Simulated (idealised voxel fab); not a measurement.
Name of the process module below: voxel transistor to metal
It is cross-section cut that appears here, measuring 155 nm in width, its square cells being 5 nm in size.
Each cross-section below is a grid of square cells, stated as bands in top-down order, with one or more rows of cells making up each band. Band: top height; bottom height; in nm. Then, left to right: material with width in nm, for each material. "all across": a single material spanning edge to edge. "empty": empty space. For the purposes of this specification, 0 denotes the height below which the wafer in its as-received condition is composed wholly of one material, and the lowermost band, lacking a lower limit, extends downward without end, as expressed in "from 0 down". Quick explanation for "30..40": the width changes in equal steps down the rows of cells, from the first number in the band's top row to the second number in its bottom row. Take "identical to before" at face value: in the step it is given for, the cross-section changed in none of its cells. Entry "Tabulated closed voids" = empty spaces >= 8 cells with no open way to the top; each as width x height at distance, distance from left edge, all nm. It should be noted that, on the line of a given step, the content following the step's settings is a remark produced by the simulator itself with respect to that step. overlay nm: where the mask lay relative to plan, measured to the right, on steps with a mask; negatives go left.

[Here's what the planned process steps look like]
| 1 | op RECEIVE | material Si |
| 2 | op CONFORMAL_DEP | material SiO2 | thk nm 5 |
| 3 | op CONFORMAL_DEP | material SiN | thk nm 10 |
| 4 | op PATTERN | tone cover | mask id ACTIVE | material resist | width nm 100 | thk nm 20 | overlay nm 0 |
| 5 | op DIRECTIONAL_ETCH | etch materials SiN | depth nm 10 |
| 6 | op DIRECTIONAL_ETCH | etch materials SiO2 | depth nm 5 |
| 7 | op DIRECTIONAL_ETCH | etch materials Si | depth nm 25 |
| 8 | op STRIP | etch materials resist |
| 9 | op OXIDIZE | depth nm 5 |
| 10 | op FILL_DEP | material SiO2 | thk nm 5 |
| 11 | op CMP | height nm 15 |
| 12 | op SELECTIVE_ETCH | etch materials SiO2 | depth nm 5 |
| 13 | op STRIP | etch materials SiN |
| 14 | op SELECTIVE_ETCH | etch materials SiO2 | depth nm 5 |
| 15 | op OXIDIZE | depth nm 5 |
| 16 | op DIRECTIONAL_DEP | material polySi | thk nm 30 |
| 17 | op DIRECTIONAL_DEP | material SiCN | thk nm 15 |
| 18 | op MASKED_ETCH | tone cover | mask id GATE | width nm 20 | etch materials SiCN | depth nm 25 | overlay nm 0 |
| 19 | op MASKED_ETCH | tone cover | mask id GATE | width nm 20 | etch materials polySi | depth nm 40 | overlay nm 0 |
| 20 | op CONFORMAL_DEP | material SiN | thk nm 10 |
| 21 | op DIRECTIONAL_ETCH | etch materials SiN | depth nm 10 |
| 22 | op DIRECTIONAL_ETCH | etch materials SiO2 | depth nm 5 |
| 23 | op EPI | material SiGe | thk nm 5 |
| 24 | op FILL_DEP | material SiO2 | thk nm 10 |
| 25 | op CMP | height nm 45 |
| 26 | op DIRECTIONAL_DEP | material SiO2 | thk nm 10 |
| 27 | op PATTERN | tone open | mask id CONTACT | material resist | width nm 15 | pitch nm 65 | thk nm 20 | overlay nm 0 |
| 28 | op DIRECTIONAL_ETCH | etch materials SiO2 | depth nm 55 |
| 29 | op STRIP | etch materials resist |
| 30 | op CONFORMAL_DEP | material TiN | thk nm 5 |
| 31 | op FILL_DEP | material W | thk nm 5 |
| 32 | op CMP | height nm 55 |
| 33 | op DIRECTIONAL_DEP | material TiN | thk nm 5 |
| 34 | op DIRECTIONAL_DEP | material Ru | thk nm 20 |
| 35 | op PATTERN | tone cover | mask id METAL_1 | material resist | width nm 15 | pitch nm 65 | thk nm 20 | overlay nm 0 |
| 36 | op DIRECTIONAL_ETCH | etch materials Ru | depth nm 20 |
| 37 | op DIRECTIONAL_ETCH | etch materials TiN | depth nm 5 |
| 38 | op STRIP | etch materials resist |
| 39 | op FILL_DEP | material SiO2 | thk nm 10 |
| 40 | op CMP | height nm 80 |
| 41 | op CONFORMAL_DEP | material SiCN | thk nm 5 |
| 42 | op DIRECTIONAL_DEP | material lowk | thk nm 25 |
| 43 | op DIRECTIONAL_DEP | material aC | thk nm 10 |
| 44 | op PATTERN | tone open | mask id METAL_2 | material resist | width nm 15 | pitch nm 65 | thk nm 30 | overlay nm 0 |
| 45 | op DIRECTIONAL_ETCH | etch materials aC | depth nm 10 |
| 46 | op STRIP | etch materials resist |
| 47 | op DIRECTIONAL_ETCH | etch materials lowk | depth nm 15 |
| 48 | op STRIP | etch materials aC |
| 49 | op MASKED_ETCH | tone open | mask id METAL_2_HOLES | width nm 15 | pitch nm 65 | etch materials lowk | depth nm 10 | overlay nm 0 |
| 50 | op MASKED_ETCH | tone open | mask id METAL_2_HOLES | width nm 15 | pitch nm 65 | etch materials SiCN | depth nm 5 | overlay nm 0 |
| 51 | op CONFORMAL_DEP | material TiN | thk nm 5 |
| 52 | op FILL_DEP | material Cu | thk nm 10 |
| 53 | op CMP | height nm 110 |
| 54 | op CONFORMAL_DEP | material SiN | thk nm 5 |

[What follows covers the first of two wafers; it ran as planned]

[As received (post step 1): cross-section]
from 0 down  Si all across
Tabulated closed voids: none

[Cross-section: wafer state after step 2]
from 5 to 0  SiO2 all across
No changes below 0.

[Cross-section: wafer state after step 3]
from 15 to 5  SiN all across
No changes below 5.

[Cross-section: wafer state after step 4]
from 35 to 15  empty=25; resist=100; empty=30
No changes below 15.

[Cross-section: wafer state after step 5]
from 35 to 15  empty=25; resist=100; empty=30
from 15 to 5  empty=25; SiN=100; empty=30
No changes below 5.

[Cross-section: wafer state after step 6]
from 35 to 15  empty=25; resist=100; empty=30
from 15 to 5  empty=25; SiN=100; empty=30
from 5 to 0  empty=25; SiO2=100; empty=30
No changes below 0.

[Cross-section: wafer state after step 7]
from 35 to 15  empty=25; resist=100; empty=30
from 15 to 5  empty=25; SiN=100; empty=30
from 5 to 0  empty=25; SiO2=100; empty=30
from 0 to -25  empty=25; Si=100; empty=30
No changes below -25.

[Cross-section: wafer state after step 8]
from 15 to 5  empty=25; SiN=100; empty=30
No changes below 5.

[Cross-section: wafer state after step 9]
from 15 to 5  empty=25; SiN=100; empty=30
from 5 to 0  empty=25; SiO2=100; empty=30
from 0 to -25  empty=25; SiO2=5; Si=90; SiO2=5; empty=30
from -25 to -30  SiO2=30; Si=90; SiO2=35
No changes below -30.

[Cross-section: wafer state after step 10]
from 20 to 15  SiO2 all across
from 15 to 5  SiO2=25; SiN=100; SiO2=30
from 5 to 0  SiO2 all across
from 0 to -30  SiO2=30; Si=90; SiO2=35
No changes below -30.

[Cross-section: wafer state after step 11]
from 15 to 5  SiO2=25; SiN=100; SiO2=30
No changes below 5.

[Cross-section: wafer state after step 12]
from 15 to 10  empty=25; SiN=100; empty=30
No changes below 10.

[Cross-section: wafer state after step 13]
from 10 to 5  SiO2=25; empty=100; SiO2=30
No changes below 5.

[Cross-section: wafer state after step 14]
from 5 to 0  SiO2=20; empty=110; SiO2=25
No changes below 0.

[Cross-section: wafer state after step 15]
from 5 to 0  SiO2=20; empty=110; SiO2=25
from 0 to -5  SiO2 all across
No changes below -5.

[Cross-section: wafer state after step 16]
from 35 to 30  polySi=20; empty=110; polySi=25
from 30 to 5  polySi all across
from 5 to 0  SiO2=20; polySi=110; SiO2=25
No changes below 0.

[Cross-section: wafer state after step 17]
from 50 to 45  SiCN=20; empty=110; SiCN=25
from 45 to 35  SiCN all across
from 35 to 30  polySi=20; SiCN=110; polySi=25
No changes below 30.

[Cross-section: wafer state after step 18]
from 45 to 35  empty=65; SiCN=20; empty=70
from 35 to 30  polySi=20; empty=45; SiCN=20; empty=45; polySi=25
No changes below 30.

[Cross-section: wafer state after step 19]
from 45 to 30  empty=65; SiCN=20; empty=70
from 30 to 5  empty=65; polySi=20; empty=70
from 5 to 0  SiO2=20; empty=45; polySi=20; empty=45; SiO2=25
No changes below 0.

[Cross-section: wafer state after step 20]
from 55 to 45  empty=55; SiN=40; empty=60
from 45 to 30  empty=55; SiN=10; SiCN=20; SiN=10; empty=60
from 30 to 15  empty=55; SiN=10; polySi=20; SiN=10; empty=60
from 15 to 10  SiN=30; empty=25; SiN=10; polySi=20; SiN=10; empty=25; SiN=35
from 10 to 5  SiN=65; polySi=20; SiN=70
from 5 to 0  SiO2=20; SiN=45; polySi=20; SiN=45; SiO2=25
No changes below 0.

[Cross-section: wafer state after step 21]
from 45 to 30  empty=55; SiN=10; SiCN=20; SiN=10; empty=60
from 30 to 5  empty=55; SiN=10; polySi=20; SiN=10; empty=60
from 5 to 0  SiO2=20; SiN=10; empty=25; SiN=10; polySi=20; SiN=10; empty=25; SiN=10; SiO2=25
No changes below 0.

[Cross-section: wafer state after step 22]
from 45 to 30  empty=55; SiN=10; SiCN=20; SiN=10; empty=60
from 30 to 5  empty=55; SiN=10; polySi=20; SiN=10; empty=60
from 5 to 0  empty=20; SiN=10; empty=25; SiN=10; polySi=20; SiN=10; empty=25; SiN=10; empty=25
from 0 to -5  SiO2=30; empty=25; SiO2=40; empty=25; SiO2=35
No changes below -5.

[Cross-section: wafer state after step 23]
from 45 to 30  empty=55; SiN=10; SiCN=20; SiN=10; empty=60
from 30 to 5  empty=55; SiN=10; polySi=20; SiN=10; empty=60
from 5 to 0  empty=20; SiN=10; empty=25; SiN=10; polySi=20; SiN=10; empty=25; SiN=10; empty=25
from 0 to -5  SiO2=30; SiGe=25; SiO2=40; SiGe=25; SiO2=35
No changes below -5.

[Cross-section: wafer state after step 24]
from 55 to 45  SiO2 all across
from 45 to 30  SiO2=55; SiN=10; SiCN=20; SiN=10; SiO2=60
from 30 to 5  SiO2=55; SiN=10; polySi=20; SiN=10; SiO2=60
from 5 to 0  SiO2=20; SiN=10; SiO2=25; SiN=10; polySi=20; SiN=10; SiO2=25; SiN=10; SiO2=25
No changes below 0.

[Cross-section: wafer state after step 25]
from 45 to 30  SiO2=55; SiN=10; SiCN=20; SiN=10; SiO2=60
No changes below 30.

[Cross-section: wafer state after step 26]
from 55 to 45  SiO2 all across
No changes below 45.

[Cross-section: wafer state after step 27]
from 75 to 55  resist=35; empty=15; resist=50; empty=15; resist=40
No changes below 55.

[Cross-section: wafer state after step 28]
from 75 to 55  resist=35; empty=15; resist=50; empty=15; resist=40
from 55 to 45  SiO2=35; empty=15; SiO2=50; empty=15; SiO2=40
from 45 to 30  SiO2=35; empty=15; SiO2=5; SiN=10; SiCN=20; SiN=10; SiO2=5; empty=15; SiO2=40
from 30 to 5  SiO2=35; empty=15; SiO2=5; SiN=10; polySi=20; SiN=10; SiO2=5; empty=15; SiO2=40
from 5 to 0  SiO2=20; SiN=10; SiO2=5; empty=15; SiO2=5; SiN=10; polySi=20; SiN=10; SiO2=5; empty=15; SiO2=5; SiN=10; SiO2=25
No changes below 0.

[Cross-section: wafer state after step 29]
from 55 to 45  SiO2=35; empty=15; SiO2=50; empty=15; SiO2=40
No changes below 45.

[Cross-section: wafer state after step 30]
from 60 to 55  TiN=40; empty=5; TiN=60; empty=5; TiN=45
from 55 to 45  SiO2=35; TiN=5; empty=5; TiN=5; SiO2=50; TiN=5; empty=5; TiN=5; SiO2=40
from 45 to 30  SiO2=35; TiN=5; empty=5; TiN=5; SiO2=5; SiN=10; SiCN=20; SiN=10; SiO2=5; TiN=5; empty=5; TiN=5; SiO2=40
from 30 to 5  SiO2=35; TiN=5; empty=5; TiN=5; SiO2=5; SiN=10; polySi=20; SiN=10; SiO2=5; TiN=5; empty=5; TiN=5; SiO2=40
from 5 to 0  SiO2=20; SiN=10; SiO2=5; TiN=15; SiO2=5; SiN=10; polySi=20; SiN=10; SiO2=5; TiN=15; SiO2=5; SiN=10; SiO2=25
No changes below 0.

[Cross-section: wafer state after step 31]
from 65 to 60  W all across
from 60 to 55  TiN=40; W=5; TiN=60; W=5; TiN=45
from 55 to 45  SiO2=35; TiN=5; W=5; TiN=5; SiO2=50; TiN=5; W=5; TiN=5; SiO2=40
from 45 to 30  SiO2=35; TiN=5; W=5; TiN=5; SiO2=5; SiN=10; SiCN=20; SiN=10; SiO2=5; TiN=5; W=5; TiN=5; SiO2=40
from 30 to 5  SiO2=35; TiN=5; W=5; TiN=5; SiO2=5; SiN=10; polySi=20; SiN=10; SiO2=5; TiN=5; W=5; TiN=5; SiO2=40
No changes below 5.

[Cross-section: wafer state after step 32]
from 55 to 45  SiO2=35; TiN=5; W=5; TiN=5; SiO2=50; TiN=5; W=5; TiN=5; SiO2=40
No changes below 45.

[Cross-section: wafer state after step 33]
from 60 to 55  TiN all across
No changes below 55.

[Cross-section: wafer state after step 34]
from 80 to 60  Ru all across
No changes below 60.

[Cross-section: wafer state after step 35]
from 100 to 80  empty=35; resist=15; empty=50; resist=15; empty=40
No changes below 80.

[Cross-section: wafer state after step 36]
from 100 to 80  empty=35; resist=15; empty=50; resist=15; empty=40
from 80 to 60  empty=35; Ru=15; empty=50; Ru=15; empty=40
No changes below 60.

[Cross-section: wafer state after step 37]
from 100 to 80  empty=35; resist=15; empty=50; resist=15; empty=40
from 80 to 60  empty=35; Ru=15; empty=50; Ru=15; empty=40
from 60 to 55  empty=35; TiN=15; empty=50; TiN=15; empty=40
No changes below 55.

[Cross-section: wafer state after step 38]
from 80 to 60  empty=35; Ru=15; empty=50; Ru=15; empty=40
No changes below 60.

[Cross-section: wafer state after step 39]
from 90 to 80  SiO2 all across
from 80 to 60  SiO2=35; Ru=15; SiO2=50; Ru=15; SiO2=40
from 60 to 55  SiO2=35; TiN=15; SiO2=50; TiN=15; SiO2=40
No changes below 55.

[Cross-section: wafer state after step 40]
from 80 to 60  SiO2=35; Ru=15; SiO2=50; Ru=15; SiO2=40
No changes below 60.

[Cross-section: wafer state after step 41]
from 85 to 80  SiCN all across
No changes below 80.

[Cross-section: wafer state after step 42]
from 110 to 85  lowk all across
No changes below 85.

[Cross-section: wafer state after step 43]
from 120 to 110  aC all across
No changes below 110.

[Cross-section: wafer state after step 44]
from 150 to 120  resist=35; empty=15; resist=50; empty=15; resist=40
No changes below 120.

[Cross-section: wafer state after step 45]
from 140 to 120  resist=35; empty=15; resist=50; empty=15; resist=40
from 120 to 110  aC=35; empty=15; aC=50; empty=15; aC=40
No changes below 110.

[Cross-section: wafer state after step 46]
from 120 to 110  aC=35; empty=15; aC=50; empty=15; aC=40
No changes below 110.

[Cross-section: wafer state after step 47]
from 120 to 110  aC=35; empty=15; aC=50; empty=15; aC=40
from 110 to 95  lowk=35; empty=15; lowk=50; empty=15; lowk=40
No changes below 95.

[Cross-section: wafer state after step 48]
from 110 to 95  lowk=35; empty=15; lowk=50; empty=15; lowk=40
No changes below 95.

[Cross-section: wafer state after step 49]
from 110 to 85  lowk=35; empty=15; lowk=50; empty=15; lowk=40
No changes below 85.

[Cross-section: wafer state after step 50]
from 110 to 85  lowk=35; empty=15; lowk=50; empty=15; lowk=40
from 85 to 80  SiCN=35; empty=15; SiCN=50; empty=15; SiCN=40
No changes below 80.

[Cross-section: wafer state after step 51]
from 115 to 110  TiN=40; empty=5; TiN=60; empty=5; TiN=45
from 110 to 85  lowk=35; TiN=5; empty=5; TiN=5; lowk=50; TiN=5; empty=5; TiN=5; lowk=40
from 85 to 80  SiCN=35; TiN=15; SiCN=50; TiN=15; SiCN=40
No changes below 80.

[Cross-section: wafer state after step 52]
from 125 to 115  Cu all across
from 115 to 110  TiN=40; Cu=5; TiN=60; Cu=5; TiN=45
from 110 to 85  lowk=35; TiN=5; Cu=5; TiN=5; lowk=50; TiN=5; Cu=5; TiN=5; lowk=40
No changes below 85.

[Cross-section: wafer state after step 53]
from 110 to 85  lowk=35; TiN=5; Cu=5; TiN=5; lowk=50; TiN=5; Cu=5; TiN=5; lowk=40
No changes below 85.

[Cross-section: wafer state after step 54]
from 115 to 110  SiN all across
No changes below 110.

[The remaining wafer, second of the two, started like the first and was run to the same plan, except that one mistake was made along the way; the two coincide through step 6, inclusive]

[Second wafer, sectioned view, at step 7's planned end time]
from 35 to 15  empty=25; resist=100; empty=30
from 15 to 5  empty=25; SiN=100; empty=30
from 5 to 0  empty=25; SiO2=100; empty=30
from 0 to -50  empty=25; Si=100; empty=30
No changes below -50.

[Second wafer, sectioned view, at step 8's planned end time]
from 15 to 5  empty=25; SiN=100; empty=30
No changes below 5.

[Second wafer, sectioned view, at step 9's planned end time]
from 15 to 5  empty=25; SiN=100; empty=30
from 5 to 0  empty=25; SiO2=100; empty=30
from 0 to -50  empty=25; SiO2=5; Si=90; SiO2=5; empty=30
from -50 to -55  SiO2=30; Si=90; SiO2=35
No changes below -55.

[Second wafer, sectioned view, at step 10's planned end time]
from 20 to 15  SiO2 all across
from 15 to 5  SiO2=25; SiN=100; SiO2=30
from 5 to 0  SiO2 all across
from 0 to -55  SiO2=30; Si=90; SiO2=35
No changes below -55.

[Second wafer, sectioned view, at step 11's planned end time]
from 15 to 5  SiO2=25; SiN=100; SiO2=30
No changes below 5.

[Second wafer, sectioned view, at step 12's planned end time]
from 15 to 10  empty=25; SiN=100; empty=30
No changes below 10.

[Second wafer, sectioned view, at step 13's planned end time]
from 10 to 5  SiO2=25; empty=100; SiO2=30
No changes below 5.

[Second wafer, sectioned view, at step 14's planned end time]
from 5 to 0  SiO2=20; empty=110; SiO2=25
No changes below 0.

[Second wafer, sectioned view, at step 15's planned end time]
from 5 to 0  SiO2=20; empty=110; SiO2=25
from 0 to -5  SiO2 all across
No changes below -5.

[Second wafer, sectioned view, at step 16's planned end time]
from 35 to 30  polySi=20; empty=110; polySi=25
from 30 to 5  polySi all across
from 5 to 0  SiO2=20; polySi=110; SiO2=25
No changes below 0.

[Second wafer, sectioned view, at step 17's planned end time]
from 50 to 45  SiCN=20; empty=110; SiCN=25
from 45 to 35  SiCN all across
from 35 to 30  polySi=20; SiCN=110; polySi=25
No changes below 30.

[Second wafer, sectioned view, at step 18's planned end time]
from 45 to 35  empty=65; SiCN=20; empty=70
from 35 to 30  polySi=20; empty=45; SiCN=20; empty=45; polySi=25
No changes below 30.

[Second wafer, sectioned view, at step 19's planned end time]
from 45 to 30  empty=65; SiCN=20; empty=70
from 30 to 5  empty=65; polySi=20; empty=70
from 5 to 0  SiO2=20; empty=45; polySi=20; empty=45; SiO2=25
No changes below 0.

[Second wafer, sectioned view, at step 20's planned end time]
from 55 to 45  empty=55; SiN=40; empty=60
from 45 to 30  empty=55; SiN=10; SiCN=20; SiN=10; empty=60
from 30 to 15  empty=55; SiN=10; polySi=20; SiN=10; empty=60
from 15 to 10  SiN=30; empty=25; SiN=10; polySi=20; SiN=10; empty=25; SiN=35
from 10 to 5  SiN=65; polySi=20; SiN=70
from 5 to 0  SiO2=20; SiN=45; polySi=20; SiN=45; SiO2=25
No changes below 0.

[Second wafer, sectioned view, at step 21's planned end time]
from 45 to 30  empty=55; SiN=10; SiCN=20; SiN=10; empty=60
from 30 to 5  empty=55; SiN=10; polySi=20; SiN=10; empty=60
from 5 to 0  SiO2=20; SiN=10; empty=25; SiN=10; polySi=20; SiN=10; empty=25; SiN=10; SiO2=25
No changes below 0.

[Second wafer, sectioned view, at step 22's planned end time]
from 45 to 30  empty=55; SiN=10; SiCN=20; SiN=10; empty=60
from 30 to 5  empty=55; SiN=10; polySi=20; SiN=10; empty=60
from 5 to 0  empty=20; SiN=10; empty=25; SiN=10; polySi=20; SiN=10; empty=25; SiN=10; empty=25
from 0 to -5  SiO2=30; empty=25; SiO2=40; empty=25; SiO2=35
No changes below -5.

[Second wafer, sectioned view, at step 23's planned end time]
from 45 to 30  empty=55; SiN=10; SiCN=20; SiN=10; empty=60
from 30 to 5  empty=55; SiN=10; polySi=20; SiN=10; empty=60
from 5 to 0  empty=20; SiN=10; empty=25; SiN=10; polySi=20; SiN=10; empty=25; SiN=10; empty=25
from 0 to -5  SiO2=30; SiGe=25; SiO2=40; SiGe=25; SiO2=35
No changes below -5.

[Second wafer, sectioned view, at step 24's planned end time]
from 55 to 45  SiO2 all across
from 45 to 30  SiO2=55; SiN=10; SiCN=20; SiN=10; SiO2=60
from 30 to 5  SiO2=55; SiN=10; polySi=20; SiN=10; SiO2=60
from 5 to 0  SiO2=20; SiN=10; SiO2=25; SiN=10; polySi=20; SiN=10; SiO2=25; SiN=10; SiO2=25
No changes below 0.

[Second wafer, sectioned view, at step 25's planned end time]
from 45 to 30  SiO2=55; SiN=10; SiCN=20; SiN=10; SiO2=60
No changes below 30.

[Second wafer, sectioned view, at step 26's planned end time]
from 55 to 45  SiO2 all across
No changes below 45.

[Second wafer, sectioned view, at step 27's planned end time]
from 75 to 55  resist=35; empty=15; resist=50; empty=15; resist=40
No changes below 55.

[Second wafer, sectioned view, at step 28's planned end time]
from 75 to 55  resist=35; empty=15; resist=50; empty=15; resist=40
from 55 to 45  SiO2=35; empty=15; SiO2=50; empty=15; SiO2=40
from 45 to 30  SiO2=35; empty=15; SiO2=5; SiN=10; SiCN=20; SiN=10; SiO2=5; empty=15; SiO2=40
from 30 to 5  SiO2=35; empty=15; SiO2=5; SiN=10; polySi=20; SiN=10; SiO2=5; empty=15; SiO2=40
from 5 to 0  SiO2=20; SiN=10; SiO2=5; empty=15; SiO2=5; SiN=10; polySi=20; SiN=10; SiO2=5; empty=15; SiO2=5; SiN=10; SiO2=25
No changes below 0.

[Second wafer, sectioned view, at step 29's planned end time]
from 55 to 45  SiO2=35; empty=15; SiO2=50; empty=15; SiO2=40
No changes below 45.

[Second wafer, sectioned view, at step 30's planned end time]
from 60 to 55  TiN=40; empty=5; TiN=60; empty=5; TiN=45
from 55 to 45  SiO2=35; TiN=5; empty=5; TiN=5; SiO2=50; TiN=5; empty=5; TiN=5; SiO2=40
from 45 to 30  SiO2=35; TiN=5; empty=5; TiN=5; SiO2=5; SiN=10; SiCN=20; SiN=10; SiO2=5; TiN=5; empty=5; TiN=5; SiO2=40
from 30 to 5  SiO2=35; TiN=5; empty=5; TiN=5; SiO2=5; SiN=10; polySi=20; SiN=10; SiO2=5; TiN=5; empty=5; TiN=5; SiO2=40
from 5 to 0  SiO2=20; SiN=10; SiO2=5; TiN=15; SiO2=5; SiN=10; polySi=20; SiN=10; SiO2=5; TiN=15; SiO2=5; SiN=10; SiO2=25
No changes below 0.

[Second wafer, sectioned view, at step 31's planned end time]
from 65 to 60  W all across
from 60 to 55  TiN=40; W=5; TiN=60; W=5; TiN=45
from 55 to 45  SiO2=35; TiN=5; W=5; TiN=5; SiO2=50; TiN=5; W=5; TiN=5; SiO2=40
from 45 to 30  SiO2=35; TiN=5; W=5; TiN=5; SiO2=5; SiN=10; SiCN=20; SiN=10; SiO2=5; TiN=5; W=5; TiN=5; SiO2=40
from 30 to 5  SiO2=35; TiN=5; W=5; TiN=5; SiO2=5; SiN=10; polySi=20; SiN=10; SiO2=5; TiN=5; W=5; TiN=5; SiO2=40
No changes below 5.

[Second wafer, sectioned view, at step 32's planned end time]
from 55 to 45  SiO2=35; TiN=5; W=5; TiN=5; SiO2=50; TiN=5; W=5; TiN=5; SiO2=40
No changes below 45.

[Second wafer, sectioned view, at step 33's planned end time]
from 60 to 55  TiN all across
No changes below 55.

[Second wafer, sectioned view, at step 34's planned end time]
from 80 to 60  Ru all across
No changes below 60.

[Second wafer, sectioned view, at step 35's planned end time]
from 100 to 80  empty=35; resist=15; empty=50; resist=15; empty=40
No changes below 80.

[Second wafer, sectioned view, at step 36's planned end time]
from 100 to 80  empty=35; resist=15; empty=50; resist=15; empty=40
from 80 to 60  empty=35; Ru=15; empty=50; Ru=15; empty=40
No changes below 60.

[Second wafer, sectioned view, at step 37's planned end time]
from 100 to 80  empty=35; resist=15; empty=50; resist=15; empty=40
from 80 to 60  empty=35; Ru=15; empty=50; Ru=15; empty=40
from 60 to 55  empty=35; TiN=15; empty=50; TiN=15; empty=40
No changes below 55.

[Second wafer, sectioned view, at step 38's planned end time]
from 80 to 60  empty=35; Ru=15; empty=50; Ru=15; empty=40
No changes below 60.

[Second wafer, sectioned view, at step 39's planned end time]
from 90 to 80  SiO2 all across
from 80 to 60  SiO2=35; Ru=15; SiO2=50; Ru=15; SiO2=40
from 60 to 55  SiO2=35; TiN=15; SiO2=50; TiN=15; SiO2=40
No changes below 55.

[Second wafer, sectioned view, at step 40's planned end time]
from 80 to 60  SiO2=35; Ru=15; SiO2=50; Ru=15; SiO2=40
No changes below 60.

[Second wafer, sectioned view, at step 41's planned end time]
from 85 to 80  SiCN all across
No changes below 80.

[Second wafer, sectioned view, at step 42's planned end time]
from 110 to 85  lowk all across
No changes below 85.

[Second wafer, sectioned view, at step 43's planned end time]
from 120 to 110  aC all across
No changes below 110.

[Second wafer, sectioned view, at step 44's planned end time]
from 150 to 120  resist=35; empty=15; resist=50; empty=15; resist=40
No changes below 120.

[Second wafer, sectioned view, at step 45's planned end time]
from 140 to 120  resist=35; empty=15; resist=50; empty=15; resist=40
from 120 to 110  aC=35; empty=15; aC=50; empty=15; aC=40
No changes below 110.

[Second wafer, sectioned view, at step 46's planned end time]
from 120 to 110  aC=35; empty=15; aC=50; empty=15; aC=40
No changes below 110.

[Second wafer, sectioned view, at step 47's planned end time]
from 120 to 110  aC=35; empty=15; aC=50; empty=15; aC=40
from 110 to 95  lowk=35; empty=15; lowk=50; empty=15; lowk=40
No changes below 95.

[Second wafer, sectioned view, at step 48's planned end time]
from 110 to 95  lowk=35; empty=15; lowk=50; empty=15; lowk=40
No changes below 95.

[Second wafer, sectioned view, at step 49's planned end time]
from 110 to 85  lowk=35; empty=15; lowk=50; empty=15; lowk=40
No changes below 85.

[Second wafer, sectioned view, at step 50's planned end time]
from 110 to 85  lowk=35; empty=15; lowk=50; empty=15; lowk=40
from 85 to 80  SiCN=35; empty=15; SiCN=50; empty=15; SiCN=40
No changes below 80.

[Second wafer, sectioned view, at step 51's planned end time]
from 115 to 110  TiN=40; empty=5; TiN=60; empty=5; TiN=45
from 110 to 85  lowk=35; TiN=5; empty=5; TiN=5; lowk=50; TiN=5; empty=5; TiN=5; lowk=40
from 85 to 80  SiCN=35; TiN=15; SiCN=50; TiN=15; SiCN=40
No changes below 80.

[Second wafer, sectioned view, at step 52's planned end time]
from 125 to 115  Cu all across
from 115 to 110  TiN=40; Cu=5; TiN=60; Cu=5; TiN=45
from 110 to 85  lowk=35; TiN=5; Cu=5; TiN=5; lowk=50; TiN=5; Cu=5; TiN=5; lowk=40
No changes below 85.

[Second wafer, sectioned view, at step 53's planned end time]
from 110 to 85  lowk=35; TiN=5; Cu=5; TiN=5; lowk=50; TiN=5; Cu=5; TiN=5; lowk=40
No changes below 85.

[Second wafer, sectioned view, at step 54's planned end time]
from 115 to 110  SiN all across
No changes below 110.
Error vs. plan: the plan's step 7 ran twice
Looking at both finished wafers in cells, the second ends up ahead of or behind the first on some materials: Si -65 | SiO2 +65
